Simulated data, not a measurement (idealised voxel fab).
Process module under the name voxel ribs on slabs
It is cross-section cut that appears here, measuring 195 nm in width, its square cells being 5 nm in size.
How to read a cross-section here: the picture is a grid of square cells, written as bands going from the top down, and any band can span one or more rows of cells. Band: top height; bottom height; in nm. Then, left to right: material with width in nm, for each material. "throughout": a single material spanning edge to edge. "empty": empty space. Below 0: as-received wafer, all one material; heights counted from there. Lowest band: no bottom, goes on down, written "0..down". Top row gets the first number, bottom row gets the second, and each row in between changes by the same step: that is how a band width like "30->40" works. It should be understood that the words "nothing was modified", when stated for a given step, signify that the cross-section underwent no change in any of its cells during that step. Enclosed voids (no open way to top), threshold 8 cells or more, entry "Tabulated closed voids", notation width x height at distance, distance from left edge, nm. Whatever follows a step's settings on its line is a remark the simulator itself makes about that step. overlay nm: where the mask lay relative to plan, measured to the right, on steps with a mask; negatives go left.
# Process steps foreseen in the plan
1,RECEIVE (material Si)
2,DIRECTIONAL_DEP (material SiO2; thk nm 25)
3,DIRECTIONAL_DEP (material SiN; thk nm 20)
4,PATTERN (tone cover; mask id RIB; material resist; width nm 25; thk nm 15; overlay nm 0)
5,DIRECTIONAL_ETCH (etch materials SiN; depth nm 5)
6,STRIP (etch materials resist)
7,MASKED_ETCH (tone cover; mask id SLAB; width nm 85; etch materials SiN; depth nm 15; overlay nm 0)
8,FILL_DEP (material SiO2; thk nm 20)
9,CMP (height nm 60)
10,DIRECTIONAL_DEP (material W; thk nm 10)
11,DIRECTIONAL_DEP (material aC; thk nm 10)
12,PATTERN (tone cover; mask id HEATER; material resist; width nm 35; thk nm 30; overlay nm 0)
13,DIRECTIONAL_ETCH (etch materials aC; depth nm 10)
14,STRIP (etch materials resist)
15,DIRECTIONAL_ETCH (etch materials W; depth nm 10)
16,STRIP (etch materials aC)
17,CONFORMAL_DEP (material SiO2; thk nm 10)
# This is the cross-section of the wafer as we received it, i.e. after step 1
* 0..down | Si throughout
* Tabulated closed voids: none
# First of two wafers at the end of the module, shown in cross-section; run carried out as planned
* 80..70 | empty (70), SiO2 (55), empty (70)
* 70..60 | SiO2 (80), W (35), SiO2 (80)
* 60..45 | SiO2 throughout
* 45..40 | SiO2 (85), SiN (25), SiO2 (85)
* 40..25 | SiO2 (55), SiN (85), SiO2 (55)
* 25..0 | SiO2 throughout
* 0..down | Si throughout
* Tabulated closed voids: none
# This cross-section belongs to the second wafer of two at the end of the module; the start and the plan were shared with the first, and the run included one mistake
* 80..70 | empty (70), SiO2 (55), empty (70)
* 70..60 | SiO2 (80), W (35), SiO2 (80)
* 60..40 | SiO2 throughout
* 40..35 | SiO2 (85), SiN (25), SiO2 (85)
* 35..20 | SiO2 (55), SiN (85), SiO2 (55)
* 20..0 | SiO2 throughout
* 0..down | Si throughout
* Tabulated closed voids: none
Error vs. plan: off-plan run, step 2, actual operation and settings DIRECTIONAL_DEP (material SiO2; thk nm 20)
Heads up: at the end the two wafers have identical cell counts per material, they're just laid out differently.
